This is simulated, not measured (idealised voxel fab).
process module | voxel plated lines
cross-section cut | 240 nm wide | cells 5 nm
A cross-section is a grid of square cells, given in bands from the top down. A band is one or more rows of cells.
Each band's line starts with the height of the band's top and of its bottom, in nm. Then come its materials from left to right, each with its width in nm. One material with "throughout" fills the band from edge to edge. "air" is empty space.
Height 0 is the level under which the wafer as received is all one material. The lowest band goes on downwards, as in "0 down".
A width such as "30 to 40" changes by the same amount from each row of cells to the next, from the band's top row to its bottom row.
"no change" after a step means that no cell of the cross-section changed.
closed voids: empty space of 8 cells or more with no open way to the top, each as width x height at its distance from the left edge, in nm
after a step's settings: what the simulator itself notes on the step
overlay nm, on a step with a mask: how far to the right of its planned place the mask lay; to the left if negative
plan
1 op RECEIVE | material Si
2 op CONFORMAL_DEP | material SiO2 | thk nm 5
3 op DIRECTIONAL_DEP | material TiN | thk nm 5
4 op PATTERN | tone open | mask id LINES | material resist | width nm 15 | pitch nm 50 | thk nm 15 | overlay nm 0
5 op EPI | material Ru | thk nm 5
6 op STRIP | etch materials resist
7 op DIRECTIONAL_ETCH | etch materials TiN | depth nm 5
8 op CONFORMAL_DEP | material SiN | thk nm 5
varied across the wafers: width nm of step 4. The plan shows the first wafer's value. All wafers start alike
first wafer as received, after step 1
  0 down: Si throughout
  closed voids: none
first wafer at the end, after step 8
  20 to 15: air 35 | SiN 25 | air 25 | SiN 25 | air 25 | SiN 25 | air 25 | SiN 25 | air 30
  15 to 10: air 35 | SiN 5 | Ru 15 | SiN 5 | air 25 | SiN 5 | Ru 15 | SiN 5 | air 25 | SiN 5 | Ru 15 | SiN 5 | air 25 | SiN 5 | Ru 15 | SiN 5 | air 30
  10 to 5: SiN 40 | TiN 15 | SiN 35 | TiN 15 | SiN 35 | TiN 15 | SiN 35 | TiN 15 | SiN 35
  5 to 0: SiO2 throughout
  0 down: Si throughout
  closed voids: none
last wafer at the end
  20 to 15: air 25 | SiN 45 | air 5 | SiN 45 | air 5 | SiN 45 | air 5 | SiN 45 | air 20
  15 to 10: air 25 | SiN 5 | Ru 35 | SiN 5 | air 5 | SiN 5 | Ru 35 | SiN 5 | air 5 | SiN 5 | Ru 35 | SiN 5 | air 5 | SiN 5 | Ru 35 | SiN 5 | air 20
  10 to 5: SiN 30 | TiN 35 | SiN 15 | TiN 35 | SiN 15 | TiN 35 | SiN 15 | TiN 35 | SiN 25
  5 to 0: SiO2 throughout
  0 down: Si throughout
  closed voids: none
each wafer at the end: cells of each material gained (+) or lost (-) since it was received, then its closed voids
width nm 15 | +12 Ru | +64 SiN | +48 SiO2 | +12 TiN | closed voids: none
width nm 20 | +16 Ru | +64 SiN | +48 SiO2 | +16 TiN | closed voids: none
width nm 25 | +20 Ru | +64 SiN | +48 SiO2 | +20 TiN | closed voids: none
width nm 30 | +24 Ru | +64 SiN | +48 SiO2 | +24 TiN | closed voids: none
width nm 35 | +28 Ru | +64 SiN | +48 SiO2 | +28 TiN | closed voids: none
